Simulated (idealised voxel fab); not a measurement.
This is a process module. Its name is voxel transistor to metal.
Pictured: cross-section cut, 175 nm wide, on a grid of 5 nm square cells.
Cross-section layout: square cells on a grid; listed as bands, top to bottom; a band spans one or more cell rows.
Heads up on the band format: heights come first, top then bottom, in nm. After that it's the materials left to right, each with its width in nm. A single material flagged "edge to edge" fills the whole band edge to edge, and "empty" means there's empty space there.
Where do heights start? At 0: under that level the wafer as delivered is made of one material only. And the lowest band has no floor; it just carries on downward, as in "top 0, no bottom".
The expression "30 to 40" gives the width at the extremes of the band, the first number at its top row of cells and the second at its bottom row, with the width changing by equal amounts from each row to the next in between.
Key: "everything unchanged" - step with no changed cell in the cross-section.
Empty spaces counting at least 8 cells and having no open way to the top are listed in "Sealed cavities". The notation width x height at distance is used for each, the distance being from the left edge and all three values in nm.
Heads up: the bit after the settings on a step's line is the simulator's remark on that step.
overlay nm: for a step with a mask, the amount by which the mask lay right of where it was planned; a negative amount means left of it.

-- Process steps - plan
1 RECEIVE [material Si]
2 OXIDIZE [depth nm 5]
3 CONFORMAL_DEP [material SiN] [thk nm 10]
4 DIRECTIONAL_DEP [material aC] [thk nm 10]
5 PATTERN [tone cover] [mask id ACTIVE] [material resist] [width nm 105] [thk nm 30] [overlay nm 0]
6 DIRECTIONAL_ETCH [etch materials aC] [depth nm 10]
7 STRIP [etch materials resist]
8 DIRECTIONAL_ETCH [etch materials SiN] [depth nm 10]
9 DIRECTIONAL_ETCH [etch materials SiO2] [depth nm 5]
10 DIRECTIONAL_ETCH [etch materials Si] [depth nm 25]
11 STRIP [etch materials aC]
12 FILL_DEP [material SiO2] [thk nm 15]
13 CMP [height nm 10]
14 SELECTIVE_ETCH [etch materials SiO2] [depth nm 5]
15 STRIP [etch materials SiN]
16 SELECTIVE_ETCH [etch materials SiO2] [depth nm 5]
17 OXIDIZE [depth nm 5]
18 DIRECTIONAL_DEP [material polySi] [thk nm 30]
19 DIRECTIONAL_DEP [material SiCN] [thk nm 15]
20 PATTERN [tone cover] [mask id GATE] [material resist] [width nm 15] [thk nm 20] [overlay nm 0]
21 DIRECTIONAL_ETCH [etch materials SiCN] [depth nm 25]
22 DIRECTIONAL_ETCH [etch materials polySi] [depth nm 40]
23 STRIP [etch materials resist]
24 CONFORMAL_DEP [material SiO2] [thk nm 5]
25 DIRECTIONAL_ETCH [etch materials SiO2] [depth nm 5]
26 CONFORMAL_DEP [material SiN] [thk nm 10]
27 DIRECTIONAL_ETCH [etch materials SiN] [depth nm 10]
28 DIRECTIONAL_ETCH [etch materials SiO2] [depth nm 5]
29 DIRECTIONAL_ETCH [etch materials Si] [depth nm 15]
30 EPI [material pSi] [thk nm 20]
31 FILL_DEP [material SiO2] [thk nm 5]
32 CMP [height nm 40]
33 DIRECTIONAL_DEP [material SiO2] [thk nm 15]
34 PATTERN [tone open] [mask id CONTACT] [material resist] [width nm 20] [pitch nm 65] [thk nm 20] [overlay nm 0]
35 DIRECTIONAL_ETCH [etch materials SiO2] [depth nm 45]
36 STRIP [etch materials resist]
37 CONFORMAL_DEP [material TiN] [thk nm 5]
38 FILL_DEP [material Ru] [thk nm 5]
39 CMP [height nm 55]
40 DIRECTIONAL_DEP [material TiN] [thk nm 5]
41 DIRECTIONAL_DEP [material Ru] [thk nm 25]
42 PATTERN [tone cover] [mask id METAL_1] [material resist] [width nm 20] [pitch nm 65] [thk nm 20] [overlay nm 0]
43 DIRECTIONAL_ETCH [etch materials Ru] [depth nm 25]
44 DIRECTIONAL_ETCH [etch materials TiN] [depth nm 5]
45 STRIP [etch materials resist]
46 FILL_DEP [material SiO2] [thk nm 5]
47 CMP [height nm 85]
48 CONFORMAL_DEP [material SiN] [thk nm 5]

-- The first of the two wafers, which ran as planned

-- Shown in cross-section is the wafer as received, that is, as it stands after step 1
    top 0, no bottom | Si edge to edge
    Sealed cavities: none

-- Cross-section of the wafer after step 2
    top 0, bottom -5 | SiO2 edge to edge
    At heights below -5, the structure remains unaltered.

-- Cross-section of the wafer after step 3
    top 10, bottom 0 | SiN edge to edge
    At heights below 0, the structure remains unaltered.

-- Cross-section of the wafer after step 4
    top 20, bottom 10 | aC edge to edge
    At heights below 10, the structure remains unaltered.

-- Cross-section of the wafer after step 5
    top 50, bottom 20 | empty: 35 / resist: 105 / empty: 35
    At heights below 20, the structure remains unaltered.

-- Cross-section of the wafer after step 6
    top 40, bottom 20 | empty: 35 / resist: 105 / empty: 35
    top 20, bottom 10 | empty: 35 / aC: 105 / empty: 35
    At heights below 10, the structure remains unaltered.

-- Cross-section of the wafer after step 7
    top 20, bottom 10 | empty: 35 / aC: 105 / empty: 35
    At heights below 10, the structure remains unaltered.

-- Cross-section of the wafer after step 8
    top 20, bottom 10 | empty: 35 / aC: 105 / empty: 35
    top 10, bottom 0 | empty: 35 / SiN: 105 / empty: 35
    At heights below 0, the structure remains unaltered.

-- Cross-section of the wafer after step 9
    top 20, bottom 10 | empty: 35 / aC: 105 / empty: 35
    top 10, bottom 0 | empty: 35 / SiN: 105 / empty: 35
    top 0, bottom -5 | empty: 35 / SiO2: 105 / empty: 35
    At heights below -5, the structure remains unaltered.

-- Cross-section of the wafer after step 10
    top 20, bottom 10 | empty: 35 / aC: 105 / empty: 35
    top 10, bottom 0 | empty: 35 / SiN: 105 / empty: 35
    top 0, bottom -5 | empty: 35 / SiO2: 105 / empty: 35
    top -5, bottom -30 | empty: 35 / Si: 105 / empty: 35
    At heights below -30, the structure remains unaltered.

-- Cross-section of the wafer after step 11
    top 10, bottom 0 | empty: 35 / SiN: 105 / empty: 35
    At heights below 0, the structure remains unaltered.

-- Cross-section of the wafer after step 12
    top 25, bottom 10 | SiO2 edge to edge
    top 10, bottom 0 | SiO2: 35 / SiN: 105 / SiO2: 35
    top 0, bottom -5 | SiO2 edge to edge
    top -5, bottom -30 | SiO2: 35 / Si: 105 / SiO2: 35
    At heights below -30, the structure remains unaltered.

-- Cross-section of the wafer after step 13
    top 10, bottom 0 | SiO2: 35 / SiN: 105 / SiO2: 35
    At heights below 0, the structure remains unaltered.

-- Cross-section of the wafer after step 14
    top 10, bottom 5 | empty: 35 / SiN: 105 / empty: 35
    At heights below 5, the structure remains unaltered.

-- Cross-section of the wafer after step 15
    top 5, bottom 0 | SiO2: 35 / empty: 105 / SiO2: 35
    At heights below 0, the structure remains unaltered.

-- Cross-section of the wafer after step 16
    top 0, bottom -5 | SiO2: 30 / empty: 115 / SiO2: 30
    At heights below -5, the structure remains unaltered.

-- Cross-section of the wafer after step 17
    top 0, bottom -5 | SiO2: 30 / empty: 115 / SiO2: 30
    top -5, bottom -10 | SiO2 edge to edge
    At heights below -10, the structure remains unaltered.

-- Cross-section of the wafer after step 18
    top 30, bottom 25 | polySi: 30 / empty: 115 / polySi: 30
    top 25, bottom 0 | polySi edge to edge
    top 0, bottom -5 | SiO2: 30 / polySi: 115 / SiO2: 30
    At heights below -5, the structure remains unaltered.

-- Cross-section of the wafer after step 19
    top 45, bottom 40 | SiCN: 30 / empty: 115 / SiCN: 30
    top 40, bottom 30 | SiCN edge to edge
    top 30, bottom 25 | polySi: 30 / SiCN: 115 / polySi: 30
    At heights below 25, the structure remains unaltered.

-- Cross-section of the wafer after step 20
    top 65, bottom 45 | empty: 80 / resist: 15 / empty: 80
    top 45, bottom 40 | SiCN: 30 / empty: 50 / resist: 15 / empty: 50 / SiCN: 30
    At heights below 40, the structure remains unaltered.

-- Cross-section of the wafer after step 21
    top 65, bottom 40 | empty: 80 / resist: 15 / empty: 80
    top 40, bottom 30 | empty: 80 / SiCN: 15 / empty: 80
    top 30, bottom 25 | polySi: 30 / empty: 50 / SiCN: 15 / empty: 50 / polySi: 30
    At heights below 25, the structure remains unaltered.

-- Cross-section of the wafer after step 22
    top 65, bottom 40 | empty: 80 / resist: 15 / empty: 80
    top 40, bottom 25 | empty: 80 / SiCN: 15 / empty: 80
    top 25, bottom 0 | empty: 80 / polySi: 15 / empty: 80
    top 0, bottom -5 | SiO2: 30 / empty: 50 / polySi: 15 / empty: 50 / SiO2: 30
    At heights below -5, the structure remains unaltered.

-- Cross-section of the wafer after step 23
    top 40, bottom 25 | empty: 80 / SiCN: 15 / empty: 80
    At heights below 25, the structure remains unaltered.

-- Cross-section of the wafer after step 24
    top 45, bottom 40 | empty: 75 / SiO2: 25 / empty: 75
    top 40, bottom 25 | empty: 75 / SiO2: 5 / SiCN: 15 / SiO2: 5 / empty: 75
    top 25, bottom 5 | empty: 75 / SiO2: 5 / polySi: 15 / SiO2: 5 / empty: 75
    top 5, bottom 0 | SiO2: 35 / empty: 40 / SiO2: 5 / polySi: 15 / SiO2: 5 / empty: 40 / SiO2: 35
    top 0, bottom -5 | SiO2: 80 / polySi: 15 / SiO2: 80
    At heights below -5, the structure remains unaltered.

-- Cross-section of the wafer after step 25
    top 40, bottom 25 | empty: 75 / SiO2: 5 / SiCN: 15 / SiO2: 5 / empty: 75
    top 25, bottom 0 | empty: 75 / SiO2: 5 / polySi: 15 / SiO2: 5 / empty: 75
    top 0, bottom -5 | SiO2: 35 / empty: 40 / SiO2: 5 / polySi: 15 / SiO2: 5 / empty: 40 / SiO2: 35
    At heights below -5, the structure remains unaltered.

-- Cross-section of the wafer after step 26
    top 50, bottom 40 | empty: 65 / SiN: 45 / empty: 65
    top 40, bottom 25 | empty: 65 / SiN: 10 / SiO2: 5 / SiCN: 15 / SiO2: 5 / SiN: 10 / empty: 65
    top 25, bottom 10 | empty: 65 / SiN: 10 / SiO2: 5 / polySi: 15 / SiO2: 5 / SiN: 10 / empty: 65
    top 10, bottom 5 | SiN: 45 / empty: 20 / SiN: 10 / SiO2: 5 / polySi: 15 / SiO2: 5 / SiN: 10 / empty: 20 / SiN: 45
    top 5, bottom 0 | SiN: 75 / SiO2: 5 / polySi: 15 / SiO2: 5 / SiN: 75
    top 0, bottom -5 | SiO2: 35 / SiN: 40 / SiO2: 5 / polySi: 15 / SiO2: 5 / SiN: 40 / SiO2: 35
    At heights below -5, the structure remains unaltered.

-- Cross-section of the wafer after step 27
    top 40, bottom 25 | empty: 65 / SiN: 10 / SiO2: 5 / SiCN: 15 / SiO2: 5 / SiN: 10 / empty: 65
    top 25, bottom 0 | empty: 65 / SiN: 10 / SiO2: 5 / polySi: 15 / SiO2: 5 / SiN: 10 / empty: 65
    top 0, bottom -5 | SiO2: 35 / SiN: 10 / empty: 20 / SiN: 10 / SiO2: 5 / polySi: 15 / SiO2: 5 / SiN: 10 / empty: 20 / SiN: 10 / SiO2: 35
    At heights below -5, the structure remains unaltered.

-- Cross-section of the wafer after step 28
    top 40, bottom 35 | empty: 65 / SiN: 10 / empty: 5 / SiCN: 15 / empty: 5 / SiN: 10 / empty: 65
    top 35, bottom 25 | empty: 65 / SiN: 10 / SiO2: 5 / SiCN: 15 / SiO2: 5 / SiN: 10 / empty: 65
    top 25, bottom 0 | empty: 65 / SiN: 10 / SiO2: 5 / polySi: 15 / SiO2: 5 / SiN: 10 / empty: 65
    top 0, bottom -5 | empty: 35 / SiN: 10 / empty: 20 / SiN: 10 / SiO2: 5 / polySi: 15 / SiO2: 5 / SiN: 10 / empty: 20 / SiN: 10 / empty: 35
    top -5, bottom -10 | SiO2: 45 / empty: 20 / SiO2: 45 / empty: 20 / SiO2: 45
    At heights below -10, the structure remains unaltered.

-- Cross-section of the wafer after step 29
    top 40, bottom 35 | empty: 65 / SiN: 10 / empty: 5 / SiCN: 15 / empty: 5 / SiN: 10 / empty: 65
    top 35, bottom 25 | empty: 65 / SiN: 10 / SiO2: 5 / SiCN: 15 / SiO2: 5 / SiN: 10 / empty: 65
    top 25, bottom 0 | empty: 65 / SiN: 10 / SiO2: 5 / polySi: 15 / SiO2: 5 / SiN: 10 / empty: 65
    top 0, bottom -5 | empty: 35 / SiN: 10 / empty: 20 / SiN: 10 / SiO2: 5 / polySi: 15 / SiO2: 5 / SiN: 10 / empty: 20 / SiN: 10 / empty: 35
    top -5, bottom -10 | SiO2: 45 / empty: 20 / SiO2: 45 / empty: 20 / SiO2: 45
    top -10, bottom -25 | SiO2: 35 / Si: 10 / empty: 20 / Si: 45 / empty: 20 / Si: 10 / SiO2: 35
    At heights below -25, the structure remains unaltered.

-- Cross-section of the wafer after step 30
    top 40, bottom 35 | empty: 65 / SiN: 10 / empty: 5 / SiCN: 15 / empty: 5 / SiN: 10 / empty: 65
    top 35, bottom 25 | empty: 65 / SiN: 10 / SiO2: 5 / SiCN: 15 / SiO2: 5 / SiN: 10 / empty: 65
    top 25, bottom 10 | empty: 65 / SiN: 10 / SiO2: 5 / polySi: 15 / SiO2: 5 / SiN: 10 / empty: 65
    top 10, bottom 0 | empty: 35 / pSi: 30 / SiN: 10 / SiO2: 5 / polySi: 15 / SiO2: 5 / SiN: 10 / pSi: 30 / empty: 35
    top 0, bottom -5 | empty: 35 / SiN: 10 / pSi: 20 / SiN: 10 / SiO2: 5 / polySi: 15 / SiO2: 5 / SiN: 10 / pSi: 20 / SiN: 10 / empty: 35
    top -5, bottom -10 | SiO2: 45 / pSi: 20 / SiO2: 45 / pSi: 20 / SiO2: 45
    top -10, bottom -25 | SiO2: 35 / Si: 10 / pSi: 20 / Si: 45 / pSi: 20 / Si: 10 / SiO2: 35
    At heights below -25, the structure remains unaltered.

-- Cross-section of the wafer after step 31
    top 45, bottom 40 | SiO2 edge to edge
    top 40, bottom 25 | SiO2: 65 / SiN: 10 / SiO2: 5 / SiCN: 15 / SiO2: 5 / SiN: 10 / SiO2: 65
    top 25, bottom 10 | SiO2: 65 / SiN: 10 / SiO2: 5 / polySi: 15 / SiO2: 5 / SiN: 10 / SiO2: 65
    top 10, bottom 0 | SiO2: 35 / pSi: 30 / SiN: 10 / SiO2: 5 / polySi: 15 / SiO2: 5 / SiN: 10 / pSi: 30 / SiO2: 35
    top 0, bottom -5 | SiO2: 35 / SiN: 10 / pSi: 20 / SiN: 10 / SiO2: 5 / polySi: 15 / SiO2: 5 / SiN: 10 / pSi: 20 / SiN: 10 / SiO2: 35
    At heights below -5, the structure remains unaltered.

-- Cross-section of the wafer after step 32
    top 40, bottom 25 | SiO2: 65 / SiN: 10 / SiO2: 5 / SiCN: 15 / SiO2: 5 / SiN: 10 / SiO2: 65
    At heights below 25, the structure remains unaltered.

-- Cross-section of the wafer after step 33
    top 55, bottom 40 | SiO2 edge to edge
    At heights below 40, the structure remains unaltered.

-- Cross-section of the wafer after step 34
    top 75, bottom 55 | resist: 45 / empty: 20 / resist: 45 / empty: 20 / resist: 45
    At heights below 55, the structure remains unaltered.

-- Cross-section of the wafer after step 35
    top 75, bottom 55 | resist: 45 / empty: 20 / resist: 45 / empty: 20 / resist: 45
    top 55, bottom 40 | SiO2: 45 / empty: 20 / SiO2: 45 / empty: 20 / SiO2: 45
    top 40, bottom 25 | SiO2: 45 / empty: 20 / SiN: 10 / SiO2: 5 / SiCN: 15 / SiO2: 5 / SiN: 10 / empty: 20 / SiO2: 45
    top 25, bottom 10 | SiO2: 45 / empty: 20 / SiN: 10 / SiO2: 5 / polySi: 15 / SiO2: 5 / SiN: 10 / empty: 20 / SiO2: 45
    At heights below 10, the structure remains unaltered.

-- Cross-section of the wafer after step 36
    top 55, bottom 40 | SiO2: 45 / empty: 20 / SiO2: 45 / empty: 20 / SiO2: 45
    At heights below 40, the structure remains unaltered.

-- Cross-section of the wafer after step 37
    top 60, bottom 55 | TiN: 50 / empty: 10 / TiN: 55 / empty: 10 / TiN: 50
    top 55, bottom 40 | SiO2: 45 / TiN: 5 / empty: 10 / TiN: 5 / SiO2: 45 / TiN: 5 / empty: 10 / TiN: 5 / SiO2: 45
    top 40, bottom 25 | SiO2: 45 / TiN: 5 / empty: 10 / TiN: 5 / SiN: 10 / SiO2: 5 / SiCN: 15 / SiO2: 5 / SiN: 10 / TiN: 5 / empty: 10 / TiN: 5 / SiO2: 45
    top 25, bottom 15 | SiO2: 45 / TiN: 5 / empty: 10 / TiN: 5 / SiN: 10 / SiO2: 5 / polySi: 15 / SiO2: 5 / SiN: 10 / TiN: 5 / empty: 10 / TiN: 5 / SiO2: 45
    top 15, bottom 10 | SiO2: 45 / TiN: 20 / SiN: 10 / SiO2: 5 / polySi: 15 / SiO2: 5 / SiN: 10 / TiN: 20 / SiO2: 45
    At heights below 10, the structure remains unaltered.

-- Cross-section of the wafer after step 38
    top 65, bottom 60 | Ru edge to edge
    top 60, bottom 55 | TiN: 50 / Ru: 10 / TiN: 55 / Ru: 10 / TiN: 50
    top 55, bottom 40 | SiO2: 45 / TiN: 5 / Ru: 10 / TiN: 5 / SiO2: 45 / TiN: 5 / Ru: 10 / TiN: 5 / SiO2: 45
    top 40, bottom 25 | SiO2: 45 / TiN: 5 / Ru: 10 / TiN: 5 / SiN: 10 / SiO2: 5 / SiCN: 15 / SiO2: 5 / SiN: 10 / TiN: 5 / Ru: 10 / TiN: 5 / SiO2: 45
    top 25, bottom 15 | SiO2: 45 / TiN: 5 / Ru: 10 / TiN: 5 / SiN: 10 / SiO2: 5 / polySi: 15 / SiO2: 5 / SiN: 10 / TiN: 5 / Ru: 10 / TiN: 5 / SiO2: 45
    At heights below 15, the structure remains unaltered.

-- Cross-section of the wafer after step 39
    top 55, bottom 40 | SiO2: 45 / TiN: 5 / Ru: 10 / TiN: 5 / SiO2: 45 / TiN: 5 / Ru: 10 / TiN: 5 / SiO2: 45
    At heights below 40, the structure remains unaltered.

-- Cross-section of the wafer after step 40
    top 60, bottom 55 | TiN edge to edge
    At heights below 55, the structure remains unaltered.

-- Cross-section of the wafer after step 41
    top 85, bottom 60 | Ru edge to edge
    At heights below 60, the structure remains unaltered.

-- Cross-section of the wafer after step 42
    top 105, bottom 85 | empty: 45 / resist: 20 / empty: 45 / resist: 20 / empty: 45
    At heights below 85, the structure remains unaltered.

-- Cross-section of the wafer after step 43
    top 105, bottom 85 | empty: 45 / resist: 20 / empty: 45 / resist: 20 / empty: 45
    top 85, bottom 60 | empty: 45 / Ru: 20 / empty: 45 / Ru: 20 / empty: 45
    At heights below 60, the structure remains unaltered.

-- Cross-section of the wafer after step 44
    top 105, bottom 85 | empty: 45 / resist: 20 / empty: 45 / resist: 20 / empty: 45
    top 85, bottom 60 | empty: 45 / Ru: 20 / empty: 45 / Ru: 20 / empty: 45
    top 60, bottom 55 | empty: 45 / TiN: 20 / empty: 45 / TiN: 20 / empty: 45
    At heights below 55, the structure remains unaltered.

-- Cross-section of the wafer after step 45
    top 85, bottom 60 | empty: 45 / Ru: 20 / empty: 45 / Ru: 20 / empty: 45
    At heights below 60, the structure remains unaltered.

-- Cross-section of the wafer after step 46
    top 90, bottom 85 | SiO2 edge to edge
    top 85, bottom 60 | SiO2: 45 / Ru: 20 / SiO2: 45 / Ru: 20 / SiO2: 45
    top 60, bottom 55 | SiO2: 45 / TiN: 20 / SiO2: 45 / TiN: 20 / SiO2: 45
    At heights below 55, the structure remains unaltered.

-- Cross-section of the wafer after step 47
    top 85, bottom 60 | SiO2: 45 / Ru: 20 / SiO2: 45 / Ru: 20 / SiO2: 45
    At heights below 60, the structure remains unaltered.

-- Cross-section of the wafer after step 48
    top 90, bottom 85 | SiN edge to edge
    At heights below 85, the structure remains unaltered.

-- It is to be noted that the second wafer proceeded from the same initial state and according to the same plan as the first, although one mistake was committed in its execution; through step 40, inclusive, the two wafers share an identical history

-- Cross-section of the second wafer at the time by which step 41 should have been completed according to the plan
    top 85, bottom 60 | polySi edge to edge
    At heights below 60, the structure remains unaltered.

-- Cross-section of the second wafer at the time by which step 42 should have been completed according to the plan
    top 105, bottom 85 | empty: 45 / resist: 20 / empty: 45 / resist: 20 / empty: 45
    At heights below 85, the structure remains unaltered.

Cross-section of the second wafer at the time by which step 43 should have been completed according to the plan: everything unchanged

Cross-section of the second wafer at the time by which step 44 should have been completed according to the plan: everything unchanged

-- Cross-section of the second wafer at the time by which step 45 should have been completed according to the plan
    top 85, bottom 60 | polySi edge to edge
    At heights below 60, the structure remains unaltered.

-- Cross-section of the second wafer at the time by which step 46 should have been completed according to the plan
    top 90, bottom 85 | SiO2 edge to edge
    At heights below 85, the structure remains unaltered.

-- Cross-section of the second wafer at the time by which step 47 should have been completed according to the plan
    top 85, bottom 60 | polySi edge to edge
    At heights below 60, the structure remains unaltered.

-- Cross-section of the second wafer at the time by which step 48 should have been completed according to the plan
    top 90, bottom 85 | SiN edge to edge
    At heights below 85, the structure remains unaltered.
what went wrong: step 41 did not happen as planned, as run it was DIRECTIONAL_DEP [material polySi] [thk nm 25]
Once processing is complete, comparing cell counts shows that the second wafer has more or fewer of certain materials than the first: -40 Ru, -162 SiO2, +27 TiN, +175 polySi
